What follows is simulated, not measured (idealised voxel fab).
Title: Process Module voxel self aligned contacts
This is section cut - it's 260 nm across, gridded in 5 nm square cells.
Bands, listed from the top down, are how a cross-section gets written in this document; the cross-section itself is a grid of square cells, and a band is one or more rows of them. In this notation a band is specified by the heights of its top and bottom, in that order and in nm, after which its materials appear from left to right, each paired with its width in nm. The word "full width" attached to a single material means that material fills the band from edge to edge; the word "empty" stands for empty space. Counting heights begins at 0, where everything beneath is, in the wafer as received, one material. The lowest band has no bottom; it goes on downwards, as "z 0 and below" shows. Width: "30->40" (first number = top row, second number = bottom row, same change from row to row of cells). Given "nothing got changed" for a step, no cell of the cross-section differs between before and after that step. Any empty space of 8 cells or more lacking an open way to the top shows up in "Completely sealed voids" as width x height at distance, distance from the left edge, in nm. Where a step's line continues beyond its settings, the continuation is a remark by the simulator itself on that step. The line of a step may include "overlay nm". On a step with a mask, this value is how far to the right of its planned place the mask lay. A negative value means the mask lay to the left.

Steps in the process plan
1: RECEIVE (material Si)
2: OXIDIZE (depth nm 5)
3: DIRECTIONAL_DEP (material polySi; thk nm 20)
4: DIRECTIONAL_DEP (material SiN; thk nm 20)
5: DIRECTIONAL_DEP (material aC; thk nm 15)
6: PATTERN (tone cover; mask id GATE; material resist; width nm 25; pitch nm 50; thk nm 30; overlay nm 0)
7: DIRECTIONAL_ETCH (etch materials aC; depth nm 15)
8: STRIP (etch materials resist)
9: DIRECTIONAL_ETCH (etch materials SiN; depth nm 20)
10: DIRECTIONAL_ETCH (etch materials polySi; depth nm 20)
11: STRIP (etch materials aC)
12: CONFORMAL_DEP (material SiN; thk nm 5)
13: DIRECTIONAL_ETCH (etch materials SiN; depth nm 5)
14: FILL_DEP (material SiO2; thk nm 15)
15: CMP (height nm 45)
16: DIRECTIONAL_DEP (material aC; thk nm 15)
17: PATTERN (tone open; mask id CONTACT; material resist; width nm 35; thk nm 30; overlay nm 0)
18: DIRECTIONAL_ETCH (etch materials aC; depth nm 15)
19: STRIP (etch materials resist)
20: DIRECTIONAL_ETCH (etch materials SiO2; depth nm 50)
21: STRIP (etch materials aC)
22: CONFORMAL_DEP (material TiN; thk nm 5)
23: FILL_DEP (material W; thk nm 5)
24: CMP (height nm 45)
25: CONFORMAL_DEP (material SiN; thk nm 5)

Of two wafers, the first: run according to plan

Cross-section of the wafer at receipt, which is the condition after step 1
	z 0 and below: Si full width
	Completely sealed voids: none

Cross-section through the wafer, step 2 finished
	z 0 to -5: SiO2 full width
	Anything lower than -5 is untouched.

Cross-section through the wafer, step 3 finished
	z 20 to 0: polySi full width
	Anything lower than 0 is untouched.

Cross-section through the wafer, step 4 finished
	z 40 to 20: SiN full width
	Anything lower than 20 is untouched.

Cross-section through the wafer, step 5 finished
	z 55 to 40: aC full width
	Anything lower than 40 is untouched.

Cross-section through the wafer, step 6 finished
	z 85 to 55: empty (90) | resist (25) | empty (25) | resist (25) | empty (95)
	Anything lower than 55 is untouched.

Cross-section through the wafer, step 7 finished
	z 70 to 55: empty (90) | resist (25) | empty (25) | resist (25) | empty (95)
	z 55 to 40: empty (90) | aC (25) | empty (25) | aC (25) | empty (95)
	Anything lower than 40 is untouched.

Cross-section through the wafer, step 8 finished
	z 55 to 40: empty (90) | aC (25) | empty (25) | aC (25) | empty (95)
	Anything lower than 40 is untouched.

Cross-section through the wafer, step 9 finished
	z 55 to 40: empty (90) | aC (25) | empty (25) | aC (25) | empty (95)
	z 40 to 20: empty (90) | SiN (25) | empty (25) | SiN (25) | empty (95)
	Anything lower than 20 is untouched.

Cross-section through the wafer, step 10 finished
	z 55 to 40: empty (90) | aC (25) | empty (25) | aC (25) | empty (95)
	z 40 to 20: empty (90) | SiN (25) | empty (25) | SiN (25) | empty (95)
	z 20 to 0: empty (90) | polySi (25) | empty (25) | polySi (25) | empty (95)
	Anything lower than 0 is untouched.

Cross-section through the wafer, step 11 finished
	z 40 to 20: empty (90) | SiN (25) | empty (25) | SiN (25) | empty (95)
	Anything lower than 20 is untouched.

Cross-section through the wafer, step 12 finished
	z 45 to 20: empty (85) | SiN (35) | empty (15) | SiN (35) | empty (90)
	z 20 to 5: empty (85) | SiN (5) | polySi (25) | SiN (5) | empty (15) | SiN (5) | polySi (25) | SiN (5) | empty (90)
	z 5 to 0: SiN (90) | polySi (25) | SiN (25) | polySi (25) | SiN (95)
	Anything lower than 0 is untouched.

Cross-section through the wafer, step 13 finished
	z 40 to 20: empty (85) | SiN (35) | empty (15) | SiN (35) | empty (90)
	z 20 to 0: empty (85) | SiN (5) | polySi (25) | SiN (5) | empty (15) | SiN (5) | polySi (25) | SiN (5) | empty (90)
	Anything lower than 0 is untouched.

Cross-section through the wafer, step 14 finished
	z 55 to 40: SiO2 full width
	z 40 to 20: SiO2 (85) | SiN (35) | SiO2 (15) | SiN (35) | SiO2 (90)
	z 20 to 0: SiO2 (85) | SiN (5) | polySi (25) | SiN (5) | SiO2 (15) | SiN (5) | polySi (25) | SiN (5) | SiO2 (90)
	Anything lower than 0 is untouched.

Cross-section through the wafer, step 15 finished
	z 45 to 40: SiO2 full width
	Anything lower than 40 is untouched.

Cross-section through the wafer, step 16 finished
	z 60 to 45: aC full width
	Anything lower than 45 is untouched.

Cross-section through the wafer, step 17 finished
	z 90 to 60: resist (110) | empty (35) | resist (115)
	Anything lower than 60 is untouched.

Cross-section through the wafer, step 18 finished
	z 75 to 60: resist (110) | empty (35) | resist (115)
	z 60 to 45: aC (110) | empty (35) | aC (115)
	Anything lower than 45 is untouched.

Cross-section through the wafer, step 19 finished
	z 60 to 45: aC (110) | empty (35) | aC (115)
	Anything lower than 45 is untouched.

Cross-section through the wafer, step 20 finished
	z 60 to 45: aC (110) | empty (35) | aC (115)
	z 45 to 40: SiO2 (110) | empty (35) | SiO2 (115)
	z 40 to 20: SiO2 (85) | SiN (35) | empty (15) | SiN (35) | SiO2 (90)
	z 20 to 0: SiO2 (85) | SiN (5) | polySi (25) | SiN (5) | empty (15) | SiN (5) | polySi (25) | SiN (5) | SiO2 (90)
	z 0 to -5: SiO2 (120) | empty (15) | SiO2 (125)
	Anything lower than -5 is untouched.

Cross-section through the wafer, step 21 finished
	z 45 to 40: SiO2 (110) | empty (35) | SiO2 (115)
	Anything lower than 40 is untouched.

Cross-section through the wafer, step 22 finished
	z 50 to 45: TiN (115) | empty (25) | TiN (120)
	z 45 to 40: SiO2 (110) | TiN (15) | empty (5) | TiN (15) | SiO2 (115)
	z 40 to 20: SiO2 (85) | SiN (35) | TiN (5) | empty (5) | TiN (5) | SiN (35) | SiO2 (90)
	z 20 to 0: SiO2 (85) | SiN (5) | polySi (25) | SiN (5) | TiN (5) | empty (5) | TiN (5) | SiN (5) | polySi (25) | SiN (5) | SiO2 (90)
	z 0 to -5: SiO2 (120) | TiN (15) | SiO2 (125)
	Anything lower than -5 is untouched.

Cross-section through the wafer, step 23 finished
	z 55 to 50: W full width
	z 50 to 45: TiN (115) | W (25) | TiN (120)
	z 45 to 40: SiO2 (110) | TiN (15) | W (5) | TiN (15) | SiO2 (115)
	z 40 to 20: SiO2 (85) | SiN (35) | TiN (5) | W (5) | TiN (5) | SiN (35) | SiO2 (90)
	z 20 to 0: SiO2 (85) | SiN (5) | polySi (25) | SiN (5) | TiN (5) | W (5) | TiN (5) | SiN (5) | polySi (25) | SiN (5) | SiO2 (90)
	Anything lower than 0 is untouched.

Cross-section through the wafer, step 24 finished
	z 45 to 40: SiO2 (110) | TiN (15) | W (5) | TiN (15) | SiO2 (115)
	Anything lower than 40 is untouched.

Cross-section through the wafer, step 25 finished
	z 50 to 45: SiN full width
	Anything lower than 45 is untouched.

The Second Wafer: Common Origin and Plan, One Mistake in Execution, Identical to the First Through Step 11

Second wafer cross-section, taken as of the time the plan sets for step 12 to be done: nothing got changed

Second wafer cross-section, taken as of the time the plan sets for step 13 to be done
	z 35 to 20: empty (90) | SiN (25) | empty (25) | SiN (25) | empty (95)
	Anything lower than 20 is untouched.

Second wafer cross-section, taken as of the time the plan sets for step 14 to be done
	z 50 to 35: SiO2 full width
	z 35 to 20: SiO2 (90) | SiN (25) | SiO2 (25) | SiN (25) | SiO2 (95)
	z 20 to 0: SiO2 (90) | polySi (25) | SiO2 (25) | polySi (25) | SiO2 (95)
	Anything lower than 0 is untouched.

Second wafer cross-section, taken as of the time the plan sets for step 15 to be done
	z 45 to 35: SiO2 full width
	Anything lower than 35 is untouched.

Second wafer cross-section, taken as of the time the plan sets for step 16 to be done
	z 60 to 45: aC full width
	Anything lower than 45 is untouched.

Second wafer cross-section, taken as of the time the plan sets for step 17 to be done
	z 90 to 60: resist (110) | empty (35) | resist (115)
	Anything lower than 60 is untouched.

Second wafer cross-section, taken as of the time the plan sets for step 18 to be done
	z 75 to 60: resist (110) | empty (35) | resist (115)
	z 60 to 45: aC (110) | empty (35) | aC (115)
	Anything lower than 45 is untouched.

Second wafer cross-section, taken as of the time the plan sets for step 19 to be done
	z 60 to 45: aC (110) | empty (35) | aC (115)
	Anything lower than 45 is untouched.

Second wafer cross-section, taken as of the time the plan sets for step 20 to be done
	z 60 to 45: aC (110) | empty (35) | aC (115)
	z 45 to 35: SiO2 (110) | empty (35) | SiO2 (115)
	z 35 to 20: SiO2 (90) | SiN (25) | empty (25) | SiN (25) | SiO2 (95)
	z 20 to 0: SiO2 (90) | polySi (25) | empty (25) | polySi (25) | SiO2 (95)
	z 0 to -5: SiO2 (115) | empty (25) | SiO2 (120)
	Anything lower than -5 is untouched.

Second wafer cross-section, taken as of the time the plan sets for step 21 to be done
	z 45 to 35: SiO2 (110) | empty (35) | SiO2 (115)
	Anything lower than 35 is untouched.

Second wafer cross-section, taken as of the time the plan sets for step 22 to be done
	z 50 to 45: TiN (115) | empty (25) | TiN (120)
	z 45 to 35: SiO2 (110) | TiN (5->10) | empty (25->15) | TiN (5->10) | SiO2 (115)
	z 35 to 20: SiO2 (90) | SiN (25) | TiN (5) | empty (15) | TiN (5) | SiN (25) | SiO2 (95)
	z 20 to 0: SiO2 (90) | polySi (25) | TiN (5) | empty (15) | TiN (5) | polySi (25) | SiO2 (95)
	z 0 to -5: SiO2 (115) | TiN (25) | SiO2 (120)
	Anything lower than -5 is untouched.

Second wafer cross-section, taken as of the time the plan sets for step 23 to be done
	z 55 to 50: W full width
	z 50 to 45: TiN (115) | W (25) | TiN (120)
	z 45 to 35: SiO2 (110) | TiN (5->10) | W (25->15) | TiN (5->10) | SiO2 (115)
	z 35 to 20: SiO2 (90) | SiN (25) | TiN (5) | W (15) | TiN (5) | SiN (25) | SiO2 (95)
	z 20 to 0: SiO2 (90) | polySi (25) | TiN (5) | W (15) | TiN (5) | polySi (25) | SiO2 (95)
	Anything lower than 0 is untouched.

Second wafer cross-section, taken as of the time the plan sets for step 24 to be done
	z 45 to 35: SiO2 (110) | TiN (5->10) | W (25->15) | TiN (5->10) | SiO2 (115)
	Anything lower than 35 is untouched.

Second wafer cross-section, taken as of the time the plan sets for step 25 to be done
	z 50 to 45: SiN full width
	Anything lower than 45 is untouched.
Want to know what went wrong? step 12 was left out
The second wafer ends with more or fewer cells of some materials than the first, per final count: -42 SiN; +22 SiO2; +20 W
